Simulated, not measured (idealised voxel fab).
Presented below is a process module, voxel self aligned contacts.
The figure presents cross-section cut, which has a width of 240 nm and is divided into square cells with an edge length of 5 nm.
When this document writes out a cross-section, it uses a grid of square cells and lists it as bands, beginning at the top and moving down, with a band standing for one or more rows of cells. First you get the band's top height and its bottom height, in nm, and then the materials it's made of, left to right, with each width in nm. If you see a single material with "throughout", that one covers the band edge to edge. "empty" is empty space. Convention: height 0 is the level below which the wafer, as received, is all one material. The lowest band does not terminate at the bottom but continues downward, represented as "z 0 and below". Width: "30->40" (first number = top row, second number = bottom row, same change from row to row of cells). Key: "no alteration" - step with no changed cell in the cross-section. Any empty space of 8 cells or more lacking an open way to the top shows up in "Encapsulated voids" as width x height at distance, distance from the left edge, in nm. What comes after the settings on a step's line is commentary from the simulator itself on that step. The line of a step may include "overlay nm". On a step with a mask, this value is how far to the right of its planned place the mask lay. A negative value means the mask lay to the left.

### List of planned process steps
1 RECEIVE | material Si
2 CONFORMAL_DEP | material SiO2 | thk nm 5
3 DIRECTIONAL_DEP | material polySi | thk nm 25
4 DIRECTIONAL_DEP | material SiN | thk nm 20
5 DIRECTIONAL_DEP | material aC | thk nm 15
6 PATTERN | tone cover | mask id GATE | material resist | width nm 35 | pitch nm 60 | thk nm 30 | overlay nm 0
7 DIRECTIONAL_ETCH | etch materials aC | depth nm 15
8 STRIP | etch materials resist
9 DIRECTIONAL_ETCH | etch materials SiN | depth nm 20
10 DIRECTIONAL_ETCH | etch materials polySi | depth nm 25
11 STRIP | etch materials aC
12 CONFORMAL_DEP | material SiN | thk nm 5
13 DIRECTIONAL_ETCH | etch materials SiN | depth nm 5
14 FILL_DEP | material SiO2 | thk nm 15
15 CMP | height nm 55
16 PATTERN | tone open | mask id CONTACT | material resist | width nm 45 | thk nm 15 | overlay nm 0
17 DIRECTIONAL_ETCH | etch materials SiO2 | depth nm 55
18 STRIP | etch materials resist
19 CONFORMAL_DEP | material TiN | thk nm 5
20 FILL_DEP | material W | thk nm 5
21 CMP | height nm 55
22 CONFORMAL_DEP | material SiN | thk nm 5

### As-received wafer cross-section (after step 1)
- z 0 and below: Si throughout
- Encapsulated voids: none

### The cross-section shown corresponds to the wafer at the conclusion of the module. The initial structure and the process plan are those presented above; however, one mistake occurred in executing the plan
- z 60 to 55: SiN throughout
- z 55 to 50: 95 SiO2 | 45 TiN | 100 SiO2
- z 50 to 30: 75 SiN | 20 SiO2 | 5 TiN | 35 SiN | 5 TiN | 20 SiO2 | 80 SiN
- z 30 to 5: 70 polySi | 5 SiN | 20 SiO2 | 5 TiN | 5 SiN | 25 polySi | 5 SiN | 5 TiN | 20 SiO2 | 5 SiN | 75 polySi
- z 5 to 0: 95 SiO2 | 5 TiN | 35 SiO2 | 5 TiN | 100 SiO2
- z 0 and below: Si throughout
- Encapsulated voids: none
The plan and the run diverged here: step 6 went in with a setting other than planned; the actual run was PATTERN | tone open | mask id GATE | material resist | width nm 35 | pitch nm 60 | thk nm 30 | overlay nm 0
